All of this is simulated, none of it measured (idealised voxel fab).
The process module presented herein is designated voxel transistor to metal.
FYI the section here is cut, 185 nm wide, cells are 5 nm squares.
For the purposes of this document, a cross-section shall be understood as a grid of square cells, specified as bands listed in top-to-bottom order, each band consisting of one or more rows of cells.
For a band, the entry starts with two heights in nm, that of the top and then that of the bottom, and carries on with the band's materials in order from left to right, each alongside its width in nm; the word "everywhere" beside a single material means it fills the band edge to edge, and "air" means empty space.
Height datum 0, below which the as-received substrate wafer is one material. Lowest band open at the bottom, running downward: "0 and below".
A two-number width, for instance "30 to 40", indicates that the width is equal to the first number in the top row of the band and to the second number in the bottom row, and that it changes by a constant amount per row of cells.
The designation "same as before", where it is given for a processing step, indicates that no cell of the cross-section was altered in the course of that step.
The label "Enclosed void list" introduces a list of the empty spaces, 8 cells or larger, that have no open way up to the top; each entry in it reads width x height at distance, where the distance is taken from the left edge and all three are stated in nm.
It should be noted that, on the line of a given step, the content following the step's settings is a remark produced by the simulator itself with respect to that step.
overlay nm: on a step with a mask, how far right of its planned place the mask lay; negative means left.
Structure of the following material. The material consists of pairs of cross-sections. Each pair comprises the cross-section before one process step and the cross-section after that step, the latter shown only down to the lowest band that changed. The step between the cross-sections is specified beneath each pair, including its settings. Pairs are not necessarily consecutive: they may derive from different runs of this module performed on the same starting wafer. Continuity with the pair above is to be assumed only where the entry headed "Prior to step" of the pair in question states it.
**Prior to step**
  25 down to 10  50 of SiO2, then 5 of TiN, then 5 of W, then 5 of TiN, then 55 of SiO2, then 5 of TiN, then 5 of W, then 5 of TiN, then 50 of SiO2
  10 down to 0  50 of SiO2, then 5 of TiN, then 5 of W, then 5 of TiN, then 5 of SiO2, then 10 of SiN, then 5 of HfO2, then 5 of TiN, then 5 of W, then 5 of TiN, then 5 of HfO2, then 10 of SiN, then 5 of SiO2, then 5 of TiN, then 5 of W, then 5 of TiN, then 50 of SiO2
  0 down to -5  40 of SiO2, then 10 of SiN, then 15 of TiN, then 5 of SiO2, then 10 of SiN, then 5 of HfO2, then 15 of TiN, then 5 of HfO2, then 10 of SiN, then 5 of SiO2, then 15 of TiN, then 10 of SiN, then 40 of SiO2
  -5 down to -10  50 of SiO2, then 20 of nSi, then 5 of SiO2, then 35 of HfO2, then 5 of SiO2, then 20 of nSi, then 50 of SiO2
  -10 down to -30  45 of SiO2, then 95 of Si, then 45 of SiO2
  -30 and below  Si everywhere
  Enclosed void list: none
**Post-Step Geometry**
  40 down to 25  W everywhere
  Anything lower than 25 is untouched.
  Enclosed void list: none
Step between the pre-process and post-process cross-sections given above: DIRECTIONAL_DEP,material W,thk nm 15
Prior to step: This step starts from the configuration shown after the step in the pair immediately above.
**Post-Step Geometry**
  45 down to 40  TiN everywhere
  Anything lower than 40 is untouched.
  Enclosed void list: none
Step between the pre-process and post-process cross-sections given above: DIRECTIONAL_DEP,material TiN,thk nm 5
Prior to step: This step starts from the configuration shown after the step in the pair immediately above.
**Post-Step Geometry**
  60 down to 45  aC everywhere
  Anything lower than 45 is untouched.
  Enclosed void list: none
Step between the pre-process and post-process cross-sections given above: DIRECTIONAL_DEP,material aC,thk nm 15
Prior to step: This step starts from the configuration shown after the step in the pair immediately above.
**Post-Step Geometry**
  95 down to 60  50 of air, then 15 of resist, then 55 of air, then 15 of resist, then 50 of air
  Anything lower than 60 is untouched.
  Enclosed void list: none
Step between the pre-process and post-process cross-sections given above: PATTERN,tone cover,mask id METAL_1,material resist,width nm 15,pitch nm 70,thk nm 35,overlay nm 0
Prior to step: This step starts from the configuration shown after the step in the pair immediately above.
**Post-Step Geometry**
  80 down to 60  50 of air, then 15 of resist, then 55 of air, then 15 of resist, then 50 of air
  60 down to 45  50 of air, then 15 of aC, then 55 of air, then 15 of aC, then 50 of air
  Anything lower than 45 is untouched.
  Enclosed void list: none
Step between the pre-process and post-process cross-sections given above: DIRECTIONAL_ETCH,etch materials aC,depth nm 15
Prior to step: This step starts from the configuration shown after the step in the pair immediately above.
**Post-Step Geometry**
  60 down to 45  50 of air, then 15 of aC, then 55 of air, then 15 of aC, then 50 of air
  Anything lower than 45 is untouched.
  Enclosed void list: none
Step between the pre-process and post-process cross-sections given above: STRIP,etch materials resist
Prior to step: This step starts from the configuration shown after the step in the pair immediately above.
**Post-Step Geometry**
  60 down to 45  50 of air, then 15 of aC, then 55 of air, then 15 of aC, then 50 of air
  45 down to 40  50 of air, then 15 of TiN, then 55 of air, then 15 of TiN, then 50 of air
  Anything lower than 40 is untouched.
  Enclosed void list: none
Step between the pre-process and post-process cross-sections given above: DIRECTIONAL_ETCH,etch materials TiN,depth nm 5
Prior to step: This step starts from the configuration shown after the step in the pair immediately above.
**Post-Step Geometry**
  45 down to 40  50 of air, then 15 of TiN, then 55 of air, then 15 of TiN, then 50 of air
  Anything lower than 40 is untouched.
  Enclosed void list: none
Step between the pre-process and post-process cross-sections given above: STRIP,etch materials aC
Prior to step: This step starts from the configuration shown after the step in the pair immediately above.
**Post-Step Geometry**
  55 down to 45  lowk everywhere
  45 down to 40  50 of lowk, then 15 of TiN, then 55 of lowk, then 15 of TiN, then 50 of lowk
  Anything lower than 40 is untouched.
  Enclosed void list: none
Step between the pre-process and post-process cross-sections given above: FILL_DEP,material lowk,thk nm 10
Prior to step: This step starts from the configuration shown after the step in the pair immediately above.
**Post-Step Geometry**
  45 down to 40  50 of lowk, then 15 of TiN, then 55 of lowk, then 15 of TiN, then 50 of lowk
  Anything lower than 40 is untouched.
  Enclosed void list: none
Step between the pre-process and post-process cross-sections given above: CMP,height nm 45
Prior to step: This step starts from the configuration shown after the step in the pair immediately above.
**Post-Step Geometry**
  50 down to 45  SiCN everywhere
  Anything lower than 45 is untouched.
  Enclosed void list: none
Step between the pre-process and post-process cross-sections given above: CONFORMAL_DEP,material SiCN,thk nm 5
Prior to step: This step starts from the configuration shown after the step in the pair immediately above.
**Post-Step Geometry**
  85 down to 50  SiO2 everywhere
  Anything lower than 50 is untouched.
  Enclosed void list: none
Step between the pre-process and post-process cross-sections given above: DIRECTIONAL_DEP,material SiO2,thk nm 35
Prior to step: This step starts from the configuration shown after the step in the pair immediately above.
**Post-Step Geometry**
  105 down to 85  50 of resist, then 15 of air, then 55 of resist, then 15 of air, then 50 of resist
  Anything lower than 85 is untouched.
  Enclosed void list: none
Step between the pre-process and post-process cross-sections given above: PATTERN,tone open,mask id METAL_2,material resist,width nm 15,pitch nm 70,thk nm 20,overlay nm 0
Prior to step: This step starts from the configuration shown after the step in the pair immediately above.
**Post-Step Geometry**
  105 down to 85  50 of resist, then 15 of air, then 55 of resist, then 15 of air, then 50 of resist
  85 down to 65  50 of SiO2, then 15 of air, then 55 of SiO2, then 15 of air, then 50 of SiO2
  Anything lower than 65 is untouched.
  Enclosed void list: none
Step between the pre-process and post-process cross-sections given above: DIRECTIONAL_ETCH,etch materials SiO2,depth nm 20
Prior to step: This step starts from the configuration shown after the step in the pair immediately above.
**Post-Step Geometry**
  85 down to 65  50 of SiO2, then 15 of air, then 55 of SiO2, then 15 of air, then 50 of SiO2
  Anything lower than 65 is untouched.
  Enclosed void list: none
Step between the pre-process and post-process cross-sections given above: STRIP,etch materials resist
Prior to step: This step starts from the configuration shown after the step in the pair immediately above.
**Post-Step Geometry**
  85 down to 50  50 of SiO2, then 15 of air, then 55 of SiO2, then 15 of air, then 50 of SiO2
  Anything lower than 50 is untouched.
  Enclosed void list: none
Step between the pre-process and post-process cross-sections given above: MASKED_ETCH,tone open,mask id METAL_2_HOLES,width nm 15,pitch nm 70,etch materials SiO2,depth nm 15,overlay nm 0
Prior to step: This step starts from the configuration shown after the step in the pair immediately above.
**Post-Step Geometry**
  85 down to 50  50 of SiO2, then 15 of air, then 55 of SiO2, then 15 of air, then 50 of SiO2
  50 down to 45  50 of SiCN, then 15 of air, then 55 of SiCN, then 15 of air, then 50 of SiCN
  Anything lower than 45 is untouched.
  Enclosed void list: none
Step between the pre-process and post-process cross-sections given above: MASKED_ETCH,tone open,mask id METAL_2_HOLES,width nm 15,pitch nm 70,etch materials SiCN,depth nm 5,overlay nm 0
Prior to step: This step starts from the configuration shown after the step in the pair immediately above.
**Post-Step Geometry**
  90 down to 85  55 of TiN, then 5 of air, then 65 of TiN, then 5 of air, then 55 of TiN
  85 down to 50  50 of SiO2, then 5 of TiN, then 5 of air, then 5 of TiN, then 55 of SiO2, then 5 of TiN, then 5 of air, then 5 of TiN, then 50 of SiO2
  50 down to 45  50 of SiCN, then 15 of TiN, then 55 of SiCN, then 15 of TiN, then 50 of SiCN
  Anything lower than 45 is untouched.
  Enclosed void list: none
Step between the pre-process and post-process cross-sections given above: CONFORMAL_DEP,material TiN,thk nm 5
Prior to step: This step starts from the configuration shown after the step in the pair immediately above.
**Post-Step Geometry**
  100 down to 90  Cu everywhere
  90 down to 85  55 of TiN, then 5 of Cu, then 65 of TiN, then 5 of Cu, then 55 of TiN
  85 down to 50  50 of SiO2, then 5 of TiN, then 5 of Cu, then 5 of TiN, then 55 of SiO2, then 5 of TiN, then 5 of Cu, then 5 of TiN, then 50 of SiO2
  Anything lower than 50 is untouched.
  Enclosed void list: none
Step between the pre-process and post-process cross-sections given above: FILL_DEP,material Cu,thk nm 10
Prior to step: This step starts from the configuration shown after the step in the pair immediately above.
**Post-Step Geometry**
  85 down to 50  50 of SiO2, then 5 of TiN, then 5 of Cu, then 5 of TiN, then 55 of SiO2, then 5 of TiN, then 5 of Cu, then 5 of TiN, then 50 of SiO2
  Anything lower than 50 is untouched.
  Enclosed void list: none
Step between the pre-process and post-process cross-sections given above: CMP,height nm 85
Prior to step: This step starts from the configuration shown after the step in the pair immediately above.
**Post-Step Geometry**
  90 down to 85  SiCN everywhere
  Anything lower than 85 is untouched.
  Enclosed void list: none
Step between the pre-process and post-process cross-sections given above: CONFORMAL_DEP,material SiCN,thk nm 5
**Prior to step**
  100 down to 90  Cu everywhere
  90 down to 85  55 of TiN, then 5 of Cu, then 65 of TiN, then 5 of Cu, then 55 of TiN
  85 down to 50  50 of SiO2, then 5 of TiN, then 5 of Cu, then 5 of TiN, then 55 of SiO2, then 5 of TiN, then 5 of Cu, then 5 of TiN, then 50 of SiO2
  50 down to 45  50 of SiCN, then 15 of TiN, then 55 of SiCN, then 15 of TiN, then 50 of SiCN
  45 down to 30  50 of lowk, then 15 of W, then 55 of lowk, then 15 of W, then 50 of lowk
  30 down to 25  50 of lowk, then 15 of TiN, then 55 of lowk, then 15 of TiN, then 50 of lowk
  25 down to 10  50 of SiO2, then 5 of TiN, then 5 of W, then 5 of TiN, then 55 of SiO2, then 5 of TiN, then 5 of W, then 5 of TiN, then 50 of SiO2
  10 down to 0  50 of SiO2, then 5 of TiN, then 5 of W, then 5 of TiN, then 5 of SiO2, then 10 of SiN, then 5 of HfO2, then 5 of TiN, then 5 of W, then 5 of TiN, then 5 of HfO2, then 10 of SiN, then 5 of SiO2, then 5 of TiN, then 5 of W, then 5 of TiN, then 50 of SiO2
  0 down to -5  40 of SiO2, then 10 of SiN, then 15 of TiN, then 5 of SiO2, then 10 of SiN, then 5 of HfO2, then 15 of TiN, then 5 of HfO2, then 10 of SiN, then 5 of SiO2, then 15 of TiN, then 10 of SiN, then 40 of SiO2
  -5 down to -10  50 of SiO2, then 20 of nSi, then 5 of SiO2, then 35 of HfO2, then 5 of SiO2, then 20 of nSi, then 50 of SiO2
  -10 down to -30  45 of SiO2, then 95 of Si, then 45 of SiO2
  -30 and below  Si everywhere
  Enclosed void list: none
**Post-Step Geometry**
  90 down to 85  55 of TiN, then 5 of Cu, then 65 of TiN, then 5 of Cu, then 55 of TiN
  Anything lower than 85 is untouched.
  Enclosed void list: none
Step between the pre-process and post-process cross-sections given above: CMP,height nm 90
Prior to step: This step starts from the configuration shown after the step in the pair immediately above.
**Post-Step Geometry**
  95 down to 90  SiCN everywhere
  Anything lower than 90 is untouched.
  Enclosed void list: none
Step between the pre-process and post-process cross-sections given above: CONFORMAL_DEP,material SiCN,thk nm 5
**Prior to step**
  85 down to 50  SiO2 everywhere
  50 down to 45  SiCN everywhere
  45 down to 30  50 of lowk, then 15 of W, then 55 of lowk, then 15 of W, then 50 of lowk
  30 down to 25  50 of lowk, then 15 of TiN, then 55 of lowk, then 15 of TiN, then 50 of lowk
  25 down to 10  50 of SiO2, then 5 of TiN, then 5 of W, then 5 of TiN, then 55 of SiO2, then 5 of TiN, then 5 of W, then 5 of TiN, then 50 of SiO2
  10 down to 0  50 of SiO2, then 5 of TiN, then 5 of W, then 5 of TiN, then 5 of SiO2, then 10 of SiN, then 5 of HfO2, then 5 of TiN, then 5 of W, then 5 of TiN, then 5 of HfO2, then 10 of SiN, then 5 of SiO2, then 5 of TiN, then 5 of W, then 5 of TiN, then 50 of SiO2
  0 down to -5  40 of SiO2, then 10 of SiN, then 15 of TiN, then 5 of SiO2, then 10 of SiN, then 5 of HfO2, then 15 of TiN, then 5 of HfO2, then 10 of SiN, then 5 of SiO2, then 15 of TiN, then 10 of SiN, then 40 of SiO2
  -5 down to -10  50 of SiO2, then 20 of nSi, then 5 of SiO2, then 35 of HfO2, then 5 of SiO2, then 20 of nSi, then 50 of SiO2
  -10 down to -30  45 of SiO2, then 95 of Si, then 45 of SiO2
  -30 and below  Si everywhere
  Enclosed void list: none
**Post-Step Geometry**
  105 down to 85  45 of resist, then 25 of air, then 45 of resist, then 25 of air, then 45 of resist
  Anything lower than 85 is untouched.
  Enclosed void list: none
Step between the pre-process and post-process cross-sections given above: PATTERN,tone open,mask id METAL_2,material resist,width nm 25,pitch nm 70,thk nm 20,overlay nm 0
Prior to step: This step starts from the configuration shown after the step in the pair immediately above.
**Post-Step Geometry**
  105 down to 85  45 of resist, then 25 of air, then 45 of resist, then 25 of air, then 45 of resist
  85 down to 65  45 of SiO2, then 25 of air, then 45 of SiO2, then 25 of air, then 45 of SiO2
  Anything lower than 65 is untouched.
  Enclosed void list: none
Step between the pre-process and post-process cross-sections given above: DIRECTIONAL_ETCH,etch materials SiO2,depth nm 20
Prior to step: This step starts from the configuration shown after the step in the pair immediately above.
**Post-Step Geometry**
  85 down to 65  45 of SiO2, then 25 of air, then 45 of SiO2, then 25 of air, then 45 of SiO2
  Anything lower than 65 is untouched.
  Enclosed void list: none
Step between the pre-process and post-process cross-sections given above: STRIP,etch materials resist
Prior to step: This step starts from the configuration shown after the step in the pair immediately above.
**Post-Step Geometry**
  85 down to 65  45 of SiO2, then 25 of air, then 45 of SiO2, then 25 of air, then 45 of SiO2
  65 down to 50  50 of SiO2, then 15 of air, then 55 of SiO2, then 15 of air, then 50 of SiO2
  Anything lower than 50 is untouched.
  Enclosed void list: none
Step between the pre-process and post-process cross-sections given above: MASKED_ETCH,tone open,mask id METAL_2_HOLES,width nm 15,pitch nm 70,etch materials SiO2,depth nm 15,overlay nm 0
Prior to step: This step starts from the configuration shown after the step in the pair immediately above.
**Post-Step Geometry**
  85 down to 65  45 of SiO2, then 25 of air, then 45 of SiO2, then 25 of air, then 45 of SiO2
  65 down to 50  50 of SiO2, then 15 of air, then 55 of SiO2, then 15 of air, then 50 of SiO2
  50 down to 45  50 of SiCN, then 15 of air, then 55 of SiCN, then 15 of air, then 50 of SiCN
  Anything lower than 45 is untouched.
  Enclosed void list: none
Step between the pre-process and post-process cross-sections given above: MASKED_ETCH,tone open,mask id METAL_2_HOLES,width nm 15,pitch nm 70,etch materials SiCN,depth nm 5,overlay nm 0
Prior to step: This step starts from the configuration shown after the step in the pair immediately above.
**Post-Step Geometry**
  90 down to 85  50 of TiN, then 15 of air, then 55 of TiN, then 15 of air, then 50 of TiN
  85 down to 70  45 of SiO2, then 5 of TiN, then 15 of air, then 5 of TiN, then 45 of SiO2, then 5 of TiN, then 15 of air, then 5 of TiN, then 45 of SiO2
  70 down to 65  45 of SiO2, then 10 of TiN, then 5 of air, then 10 of TiN, then 45 of SiO2, then 10 of TiN, then 5 of air, then 10 of TiN, then 45 of SiO2
  65 down to 50  50 of SiO2, then 5 of TiN, then 5 of air, then 5 of TiN, then 55 of SiO2, then 5 of TiN, then 5 of air, then 5 of TiN, then 50 of SiO2
  50 down to 45  50 of SiCN, then 15 of TiN, then 55 of SiCN, then 15 of TiN, then 50 of SiCN
  Anything lower than 45 is untouched.
  Enclosed void list: none
Step between the pre-process and post-process cross-sections given above: CONFORMAL_DEP,material TiN,thk nm 5
Prior to step: This step starts from the configuration shown after the step in the pair immediately above.
**Post-Step Geometry**
  100 down to 90  Cu everywhere
  90 down to 85  50 of TiN, then 15 of Cu, then 55 of TiN, then 15 of Cu, then 50 of TiN
  85 down to 70  45 of SiO2, then 5 of TiN, then 15 of Cu, then 5 of TiN, then 45 of SiO2, then 5 of TiN, then 15 of Cu, then 5 of TiN, then 45 of SiO2
  70 down to 65  45 of SiO2, then 10 of TiN, then 5 of Cu, then 10 of TiN, then 45 of SiO2, then 10 of TiN, then 5 of Cu, then 10 of TiN, then 45 of SiO2
  65 down to 50  50 of SiO2, then 5 of TiN, then 5 of Cu, then 5 of TiN, then 55 of SiO2, then 5 of TiN, then 5 of Cu, then 5 of TiN, then 50 of SiO2
  Anything lower than 50 is untouched.
  Enclosed void list: none
Step between the pre-process and post-process cross-sections given above: FILL_DEP,material Cu,thk nm 10
Prior to step: This step starts from the configuration shown after the step in the pair immediately above.
**Post-Step Geometry**
  85 down to 70  45 of SiO2, then 5 of TiN, then 15 of Cu, then 5 of TiN, then 45 of SiO2, then 5 of TiN, then 15 of Cu, then 5 of TiN, then 45 of SiO2
  Anything lower than 70 is untouched.
  Enclosed void list: none
Step between the pre-process and post-process cross-sections given above: CMP,height nm 85
Prior to step: This step starts from the configuration shown after the step in the pair immediately above.
**Post-Step Geometry**
  90 down to 85  SiCN everywhere
  Anything lower than 85 is untouched.
  Enclosed void list: none
Step between the pre-process and post-process cross-sections given above: CONFORMAL_DEP,material SiCN,thk nm 5
**Prior to step**
  85 down to 50  SiO2 everywhere
  50 down to 45  SiCN everywhere
  45 down to 30  50 of lowk, then 15 of W, then 55 of lowk, then 15 of W, then 50 of lowk
  30 down to 25  50 of lowk, then 15 of TiN, then 55 of lowk, then 15 of TiN, then 50 of lowk
  25 down to 10  50 of SiO2, then 5 of TiN, then 5 of W, then 5 of TiN, then 55 of SiO2, then 5 of TiN, then 5 of W, then 5 of TiN, then 50 of SiO2
  10 down to 0  50 of SiO2, then 5 of TiN, then 5 of W, then 5 of TiN, then 5 of SiO2, then 10 of SiN, then 5 of HfO2, then 5 of TiN, then 5 of W, then 5 of TiN, then 5 of HfO2, then 10 of SiN, then 5 of SiO2, then 5 of TiN, then 5 of W, then 5 of TiN, then 50 of SiO2
  0 down to -5  40 of SiO2, then 10 of SiN, then 15 of TiN, then 5 of SiO2, then 10 of SiN, then 5 of HfO2, then 15 of TiN, then 5 of HfO2, then 10 of SiN, then 5 of SiO2, then 15 of TiN, then 10 of SiN, then 40 of SiO2
  -5 down to -10  50 of SiO2, then 20 of nSi, then 5 of SiO2, then 35 of HfO2, then 5 of SiO2, then 20 of nSi, then 50 of SiO2
  -10 down to -30  45 of SiO2, then 95 of Si, then 45 of SiO2
  -30 and below  Si everywhere
  Enclosed void list: none
**Post-Step Geometry**
  105 down to 85  40 of resist, then 15 of air, then 55 of resist, then 15 of air, then 60 of resist
  Anything lower than 85 is untouched.
  Enclosed void list: none
Step between the pre-process and post-process cross-sections given above: PATTERN,tone open,mask id METAL_2,material resist,width nm 15,pitch nm 70,thk nm 20,overlay nm -10
Prior to step: This step starts from the configuration shown after the step in the pair immediately above.
**Post-Step Geometry**
  105 down to 85  40 of resist, then 15 of air, then 55 of resist, then 15 of air, then 60 of resist
  85 down to 65  40 of SiO2, then 15 of air, then 55 of SiO2, then 15 of air, then 60 of SiO2
  Anything lower than 65 is untouched.
  Enclosed void list: none
Step between the pre-process and post-process cross-sections given above: DIRECTIONAL_ETCH,etch materials SiO2,depth nm 20
Prior to step: This step starts from the configuration shown after the step in the pair immediately above.
**Post-Step Geometry**
  85 down to 65  40 of SiO2, then 15 of air, then 55 of SiO2, then 15 of air, then 60 of SiO2
  Anything lower than 65 is untouched.
  Enclosed void list: none
Step between the pre-process and post-process cross-sections given above: STRIP,etch materials resist
Prior to step: This step starts from the configuration shown after the step in the pair immediately above.
**Post-Step Geometry**
  85 down to 70  40 of SiO2, then 25 of air, then 45 of SiO2, then 25 of air, then 50 of SiO2
  70 down to 65  40 of SiO2, then 15 of air, then 55 of SiO2, then 15 of air, then 60 of SiO2
  65 down to 50  50 of SiO2, then 5 of air, then 65 of SiO2, then 5 of air, then 60 of SiO2
  Anything lower than 50 is untouched.
  Enclosed void list: none
Step between the pre-process and post-process cross-sections given above: MASKED_ETCH,tone open,mask id METAL_2_HOLES,width nm 15,pitch nm 70,etch materials SiO2,depth nm 15,overlay nm 0
Prior to step: This step starts from the configuration shown after the step in the pair immediately above.
**Post-Step Geometry**
  85 down to 70  40 of SiO2, then 25 of air, then 45 of SiO2, then 25 of air, then 50 of SiO2
  70 down to 65  40 of SiO2, then 15 of air, then 55 of SiO2, then 15 of air, then 60 of SiO2
  65 down to 50  50 of SiO2, then 5 of air, then 65 of SiO2, then 5 of air, then 60 of SiO2
  50 down to 45  50 of SiCN, then 5 of air, then 65 of SiCN, then 5 of air, then 60 of SiCN
  Anything lower than 45 is untouched.
  Enclosed void list: none
Step between the pre-process and post-process cross-sections given above: MASKED_ETCH,tone open,mask id METAL_2_HOLES,width nm 15,pitch nm 70,etch materials SiCN,depth nm 5,overlay nm 0
Prior to step: This step starts from the configuration shown after the step in the pair immediately above.
**Post-Step Geometry**
  90 down to 85  45 of TiN, then 15 of air, then 55 of TiN, then 15 of air, then 55 of TiN
  85 down to 75  40 of SiO2, then 5 of TiN, then 15 of air, then 5 of TiN, then 45 of SiO2, then 5 of TiN, then 15 of air, then 5 of TiN, then 50 of SiO2
  75 down to 70  40 of SiO2, then 5 of TiN, then 5 of air, then 15 of TiN, then 45 of SiO2, then 5 of TiN, then 5 of air, then 15 of TiN, then 50 of SiO2
  70 down to 65  40 of SiO2, then 15 of TiN, then 55 of SiO2, then 15 of TiN, then 60 of SiO2
  65 down to 50  50 of SiO2, then 5 of TiN, then 65 of SiO2, then 5 of TiN, then 60 of SiO2
  50 down to 45  50 of SiCN, then 5 of TiN, then 65 of SiCN, then 5 of TiN, then 60 of SiCN
  Anything lower than 45 is untouched.
  Enclosed void list: none
Step between the pre-process and post-process cross-sections given above: CONFORMAL_DEP,material TiN,thk nm 5
Prior to step: This step starts from the configuration shown after the step in the pair immediately above.
**Post-Step Geometry**
  100 down to 90  Cu everywhere
  90 down to 85  45 of TiN, then 15 of Cu, then 55 of TiN, then 15 of Cu, then 55 of TiN
  85 down to 75  40 of SiO2, then 5 of TiN, then 15 of Cu, then 5 of TiN, then 45 of SiO2, then 5 of TiN, then 15 of Cu, then 5 of TiN, then 50 of SiO2
  75 down to 70  40 of SiO2, then 5 of TiN, then 5 of Cu, then 15 of TiN, then 45 of SiO2, then 5 of TiN, then 5 of Cu, then 15 of TiN, then 50 of SiO2
  Anything lower than 70 is untouched.
  Enclosed void list: none
Step between the pre-process and post-process cross-sections given above: FILL_DEP,material Cu,thk nm 10
Prior to step: This step starts from the configuration shown after the step in the pair immediately above.
**Post-Step Geometry**
  85 down to 75  40 of SiO2, then 5 of TiN, then 15 of Cu, then 5 of TiN, then 45 of SiO2, then 5 of TiN, then 15 of Cu, then 5 of TiN, then 50 of SiO2
  Anything lower than 75 is untouched.
  Enclosed void list: none
Step between the pre-process and post-process cross-sections given above: CMP,height nm 85
Prior to step: This step starts from the configuration shown after the step in the pair immediately above.
**Post-Step Geometry**
  90 down to 85  SiCN everywhere
  Anything lower than 85 is untouched.
  Enclosed void list: none
Step between the pre-process and post-process cross-sections given above: CONFORMAL_DEP,material SiCN,thk nm 5
**Prior to step**
  25 down to 20  60 of air, then 30 of TiN, then 5 of air, then 30 of TiN, then 60 of air
  20 down to 15  65 of TiN, then 20 of HfO2, then 5 of TiN, then 5 of air, then 5 of TiN, then 20 of HfO2, then 65 of TiN
  15 down to 10  70 of HfO2, then 10 of SiN, then 5 of HfO2, then 5 of TiN, then 5 of air, then 5 of TiN, then 5 of HfO2, then 10 of SiN, then 70 of HfO2
  10 down to 0  70 of SiO2, then 10 of SiN, then 5 of HfO2, then 5 of TiN, then 5 of air, then 5 of TiN, then 5 of HfO2, then 10 of SiN, then 70 of SiO2
  0 down to -5  40 of SiO2, then 10 of SiN, then 20 of SiO2, then 10 of SiN, then 5 of HfO2, then 15 of TiN, then 5 of HfO2, then 10 of SiN, then 20 of SiO2, then 10 of SiN, then 40 of SiO2
  -5 down to -10  50 of SiO2, then 20 of nSi, then 5 of SiO2, then 35 of HfO2, then 5 of SiO2, then 20 of nSi, then 50 of SiO2
  -10 down to -30  45 of SiO2, then 95 of Si, then 45 of SiO2
  -30 and below  Si everywhere
  Enclosed void list: none
**Post-Step Geometry**
  35 down to 25  Cu everywhere
  25 down to 20  60 of Cu, then 30 of TiN, then 5 of Cu, then 30 of TiN, then 60 of Cu
  20 down to 15  65 of TiN, then 20 of HfO2, then 5 of TiN, then 5 of Cu, then 5 of TiN, then 20 of HfO2, then 65 of TiN
  15 down to 10  70 of HfO2, then 10 of SiN, then 5 of HfO2, then 5 of TiN, then 5 of Cu, then 5 of TiN, then 5 of HfO2, then 10 of SiN, then 70 of HfO2
  10 down to 0  70 of SiO2, then 10 of SiN, then 5 of HfO2, then 5 of TiN, then 5 of Cu, then 5 of TiN, then 5 of HfO2, then 10 of SiN, then 70 of SiO2
  Anything lower than 0 is untouched.
  Enclosed void list: none
Step between the pre-process and post-process cross-sections given above: FILL_DEP,material Cu,thk nm 10
Prior to step: This step starts from the configuration shown after the step in the pair immediately above.
**Post-Step Geometry**
  10 down to 0  70 of SiO2, then 10 of SiN, then 5 of HfO2, then 5 of TiN, then 5 of Cu, then 5 of TiN, then 5 of HfO2, then 10 of SiN, then 70 of SiO2
  Anything lower than 0 is untouched.
  Enclosed void list: none
Step between the pre-process and post-process cross-sections given above: CMP,height nm 10
Prior to step: This step starts from the configuration shown after the step in the pair immediately above.
**Post-Step Geometry**
  25 down to 10  SiO2 everywhere
  Anything lower than 10 is untouched.
  Enclosed void list: none
Step between the pre-process and post-process cross-sections given above: DIRECTIONAL_DEP,material SiO2,thk nm 15
Prior to step: This step starts from the configuration shown after the step in the pair immediately above.
**Post-Step Geometry**
  35 down to 25  aC everywhere
  Anything lower than 25 is untouched.
  Enclosed void list: none
Step between the pre-process and post-process cross-sections given above: DIRECTIONAL_DEP,material aC,thk nm 10
Prior to step: This step starts from the configuration shown after the step in the pair immediately above.
**Post-Step Geometry**
  65 down to 35  50 of resist, then 15 of air, then 55 of resist, then 15 of air, then 50 of resist
  Anything lower than 35 is untouched.
  Enclosed void list: none
Step between the pre-process and post-process cross-sections given above: PATTERN,tone open,mask id CONTACT,material resist,width nm 15,pitch nm 70,thk nm 30,overlay nm 0
Prior to step: This step starts from the configuration shown after the step in the pair immediately above.
**Post-Step Geometry**
  55 down to 35  50 of resist, then 15 of air, then 55 of resist, then 15 of air, then 50 of resist
  35 down to 25  50 of aC, then 15 of air, then 55 of aC, then 15 of air, then 50 of aC
  Anything lower than 25 is untouched.
  Enclosed void list: none
Step between the pre-process and post-process cross-sections given above: DIRECTIONAL_ETCH,etch materials aC,depth nm 10
Prior to step: This step starts from the configuration shown after the step in the pair immediately above.
**Post-Step Geometry**
  35 down to 25  50 of aC, then 15 of air, then 55 of aC, then 15 of air, then 50 of aC
  Anything lower than 25 is untouched.
  Enclosed void list: none
Step between the pre-process and post-process cross-sections given above: STRIP,etch materials resist
Prior to step: This step starts from the configuration shown after the step in the pair immediately above.
**Post-Step Geometry**
  35 down to 25  50 of aC, then 15 of air, then 55 of aC, then 15 of air, then 50 of aC
  25 down to 10  50 of SiO2, then 15 of air, then 55 of SiO2, then 15 of air, then 50 of SiO2
  10 down to 0  50 of SiO2, then 15 of air, then 5 of SiO2, then 10 of SiN, then 5 of HfO2, then 5 of TiN, then 5 of Cu, then 5 of TiN, then 5 of HfO2, then 10 of SiN, then 5 of SiO2, then 15 of air, then 50 of SiO2
  0 down to -5  40 of SiO2, then 10 of SiN, then 15 of air, then 5 of SiO2, then 10 of SiN, then 5 of HfO2, then 15 of TiN, then 5 of HfO2, then 10 of SiN, then 5 of SiO2, then 15 of air, then 10 of SiN, then 40 of SiO2
  Anything lower than -5 is untouched.
  Enclosed void list: none
Step between the pre-process and post-process cross-sections given above: DIRECTIONAL_ETCH,etch materials SiO2,depth nm 30
Prior to step: This step starts from the configuration shown after the step in the pair immediately above.
**Post-Step Geometry**
  25 down to 10  50 of SiO2, then 15 of air, then 55 of SiO2, then 15 of air, then 50 of SiO2
  Anything lower than 10 is untouched.
  Enclosed void list: none
Step between the pre-process and post-process cross-sections given above: STRIP,etch materials aC
Prior to step: This step starts from the configuration shown after the step in the pair immediately above.
**Post-Step Geometry**
  30 down to 25  55 of TiN, then 5 of air, then 65 of TiN, then 5 of air, then 55 of TiN
  25 down to 10  50 of SiO2, then 5 of TiN, then 5 of air, then 5 of TiN, then 55 of SiO2, then 5 of TiN, then 5 of air, then 5 of TiN, then 50 of SiO2
  10 down to 0  50 of SiO2, then 5 of TiN, then 5 of air, then 5 of TiN, then 5 of SiO2, then 10 of SiN, then 5 of HfO2, then 5 of TiN, then 5 of Cu, then 5 of TiN, then 5 of HfO2, then 10 of SiN, then 5 of SiO2, then 5 of TiN, then 5 of air, then 5 of TiN, then 50 of SiO2
  0 down to -5  40 of SiO2, then 10 of SiN, then 15 of TiN, then 5 of SiO2, then 10 of SiN, then 5 of HfO2, then 15 of TiN, then 5 of HfO2, then 10 of SiN, then 5 of SiO2, then 15 of TiN, then 10 of SiN, then 40 of SiO2
  Anything lower than -5 is untouched.
  Enclosed void list: none
Step between the pre-process and post-process cross-sections given above: CONFORMAL_DEP,material TiN,thk nm 5
